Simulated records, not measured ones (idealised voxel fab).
The process module presented herein is designated voxel wiring stack.
FYI the section here is cut, 265 nm wide, cells are 5 nm squares.
In this document a cross-section is written as a grid of square cells. It is given as a series of bands, listed from the top down, and a band is one or more rows of cells.
The band entry comprises the height of the band's top followed by the height of its bottom, expressed in nm, and subsequently the band's materials from left to right, each stated together with its width in nm. Where a single material is marked with the word "edge to edge", that material fills the band from edge to edge. The word "blank" represents empty space.
Heads up on the height convention: 0 is the point under which the incoming wafer is all one material, and the lowest band has no bottom, it just keeps going down, like "0 down".
The width entry "30 to 40" should be interpreted row by row: the top row of cells in the band takes the first number, the bottom row takes the second number, and the change between adjacent rows is uniform throughout.
It should be understood that the words "same as before", when stated for a given step, signify that the cross-section underwent no change in any of its cells during that step.
"Tabulated closed voids" enumerates empty spaces isolated from the top, with no open way to it, that contain at least 8 cells, giving each as width x height at distance from the left edge, all three in nm.
On each step's line, the part that comes after the settings is the simulator's own comment on the step.
"overlay nm" on a masked step: distance the mask lay right of its planned place, negative for left.

Process steps foreseen in the plan
| 1 | RECEIVE | material Si |
| 2 | CONFORMAL_DEP | material SiO2 | thk nm 10 |
| 3 | DIRECTIONAL_DEP | material TiN | thk nm 5 |
| 4 | DIRECTIONAL_DEP | material W | thk nm 25 |
| 5 | PATTERN | tone cover | mask id METAL_1 | material resist | width nm 30 | pitch nm 55 | thk nm 15 | overlay nm 0 |
| 6 | DIRECTIONAL_ETCH | etch materials W | depth nm 25 |
| 7 | DIRECTIONAL_ETCH | etch materials TiN | depth nm 5 |
| 8 | STRIP | etch materials resist |
| 9 | FILL_DEP | material SiO2 | thk nm 10 |
| 10 | CMP | height nm 40 |
| 11 | CONFORMAL_DEP | material SiCN | thk nm 5 |
| 12 | DIRECTIONAL_DEP | material SiO2 | thk nm 30 |
| 13 | PATTERN | tone open | mask id METAL_2_HOLES | material resist | width nm 15 | pitch nm 55 | thk nm 20 | overlay nm 0 |
| 14 | DIRECTIONAL_ETCH | etch materials SiO2 | depth nm 30 |
| 15 | STRIP | etch materials resist |
| 16 | DIRECTIONAL_DEP | material aC | thk nm 15 |
| 17 | PATTERN | tone open | mask id METAL_2 | material resist | width nm 30 | pitch nm 55 | thk nm 35 | overlay nm 0 |
| 18 | DIRECTIONAL_ETCH | etch materials aC | depth nm 15 |
| 19 | STRIP | etch materials resist |
| 20 | DIRECTIONAL_ETCH | etch materials SiO2 | depth nm 20 |
| 21 | DIRECTIONAL_ETCH | etch materials SiCN | depth nm 5 |
| 22 | STRIP | etch materials aC |
| 23 | CONFORMAL_DEP | material TiN | thk nm 5 |
| 24 | FILL_DEP | material Ru | thk nm 5 |
| 25 | CMP | height nm 75 |
| 26 | CONFORMAL_DEP | material SiCN | thk nm 5 |
| 27 | DIRECTIONAL_DEP | material lowk | thk nm 10 |
| 28 | MASKED_ETCH | tone open | mask id PLUG_2 | width nm 15 | pitch nm 110 | etch materials lowk | depth nm 10 | overlay nm 0 |
| 29 | MASKED_ETCH | tone open | mask id PLUG_2 | width nm 15 | pitch nm 110 | etch materials SiCN | depth nm 5 | overlay nm 0 |
| 30 | CONFORMAL_DEP | material TiN | thk nm 5 |
| 31 | FILL_DEP | material Cu | thk nm 10 |
| 32 | CMP | height nm 90 |
| 33 | DIRECTIONAL_DEP | material TiN | thk nm 5 |
| 34 | DIRECTIONAL_DEP | material Ru | thk nm 25 |
| 35 | MASKED_ETCH | tone cover | mask id METAL_3 | width nm 30 | pitch nm 55 | etch materials Ru | depth nm 25 | overlay nm 0 |
| 36 | MASKED_ETCH | tone cover | mask id METAL_3 | width nm 30 | pitch nm 55 | etch materials TiN | depth nm 5 | overlay nm 0 |
| 37 | CONFORMAL_DEP | material SiN | thk nm 5 |
| 38 | FILL_DEP | material lowk | thk nm 5 |
| 39 | CMP | height nm 120 |
| 40 | CONFORMAL_DEP | material SiN | thk nm 5 |

Shown in cross-section is the wafer as received, that is, as it stands after step 1
- 0 down  Si edge to edge
- Tabulated closed voids: none

Module complete - cross-section of the first of two wafers, run according to plan
- 125 to 120  SiN edge to edge
- 120 to 95  lowk: 30; SiN: 5; Ru: 30; SiN: 5; lowk: 15; SiN: 5; Ru: 30; SiN: 5; lowk: 15; SiN: 5; Ru: 30; SiN: 5; lowk: 15; SiN: 5; Ru: 30; SiN: 5; lowk: 30
- 95 to 90  SiN: 35; TiN: 30; SiN: 25; TiN: 30; SiN: 25; TiN: 30; SiN: 25; TiN: 30; SiN: 35
- 90 to 80  lowk: 35; TiN: 5; Cu: 5; TiN: 5; lowk: 95; TiN: 5; Cu: 5; TiN: 5; lowk: 105
- 80 to 75  SiCN: 35; TiN: 15; SiCN: 95; TiN: 15; SiCN: 105
- 75 to 60  SiO2: 35; TiN: 5; Ru: 20; TiN: 5; SiO2: 25; TiN: 5; Ru: 20; TiN: 5; SiO2: 25; TiN: 5; Ru: 20; TiN: 5; SiO2: 25; TiN: 5; Ru: 20; TiN: 5; SiO2: 35
- 60 to 55  SiO2: 35; TiN: 5; Ru: 5; TiN: 20; SiO2: 25; TiN: 5; Ru: 5; TiN: 20; SiO2: 25; TiN: 5; Ru: 5; TiN: 20; SiO2: 25; TiN: 5; Ru: 5; TiN: 20; SiO2: 35
- 55 to 45  SiO2: 35; TiN: 5; Ru: 5; TiN: 5; SiO2: 40; TiN: 5; Ru: 5; TiN: 5; SiO2: 40; TiN: 5; Ru: 5; TiN: 5; SiO2: 40; TiN: 5; Ru: 5; TiN: 5; SiO2: 50
- 45 to 40  SiCN: 35; TiN: 15; SiCN: 40; TiN: 15; SiCN: 40; TiN: 15; SiCN: 40; TiN: 15; SiCN: 50
- 40 to 15  SiO2: 35; W: 30; SiO2: 25; W: 30; SiO2: 25; W: 30; SiO2: 25; W: 30; SiO2: 35
- 15 to 10  SiO2: 35; TiN: 30; SiO2: 25; TiN: 30; SiO2: 25; TiN: 30; SiO2: 25; TiN: 30; SiO2: 35
- 10 to 0  SiO2 edge to edge
- 0 down  Si edge to edge
- Tabulated closed voids: none

Here is the second of the two wafers cut open at the end of the module - same start, same plan as the first one, but we made one mistake running it
- 125 to 120  SiN edge to edge
- 120 to 95  lowk: 30; SiN: 5; Ru: 30; SiN: 5; lowk: 15; SiN: 5; Ru: 30; SiN: 5; lowk: 15; SiN: 5; Ru: 30; SiN: 5; lowk: 15; SiN: 5; Ru: 30; SiN: 5; lowk: 30
- 95 to 90  SiN: 35; TiN: 30; SiN: 25; TiN: 30; SiN: 25; TiN: 30; SiN: 25; TiN: 30; SiN: 35
- 90 to 80  lowk: 35; TiN: 5; Cu: 5; TiN: 5; lowk: 95; TiN: 5; Cu: 5; TiN: 5; lowk: 105
- 80 to 75  SiCN: 35; TiN: 15; SiCN: 95; TiN: 15; SiCN: 105
- 75 to 60  SiO2: 35; TiN: 5; Ru: 5; TiN: 5; SiO2: 40; TiN: 5; Ru: 5; TiN: 5; SiO2: 40; TiN: 5; Ru: 5; TiN: 5; SiO2: 40; TiN: 5; Ru: 5; TiN: 5; SiO2: 50
- 60 to 55  SiO2: 35; TiN: 15; SiO2: 40; TiN: 15; SiO2: 40; TiN: 15; SiO2: 40; TiN: 15; SiO2: 50
- 55 to 45  SiO2 edge to edge
- 45 to 40  SiCN edge to edge
- 40 to 15  SiO2: 35; W: 30; SiO2: 25; W: 30; SiO2: 25; W: 30; SiO2: 25; W: 30; SiO2: 35
- 15 to 10  SiO2: 35; TiN: 30; SiO2: 25; TiN: 30; SiO2: 25; TiN: 30; SiO2: 25; TiN: 30; SiO2: 35
- 10 to 0  SiO2 edge to edge
- 0 down  Si edge to edge
- Tabulated closed voids: none
Run error: step 12 was run twice
Final wafer comparison in cells, second versus first, more or fewer per material: -48 Ru | +12 SiCN | +72 SiO2 | -36 TiN
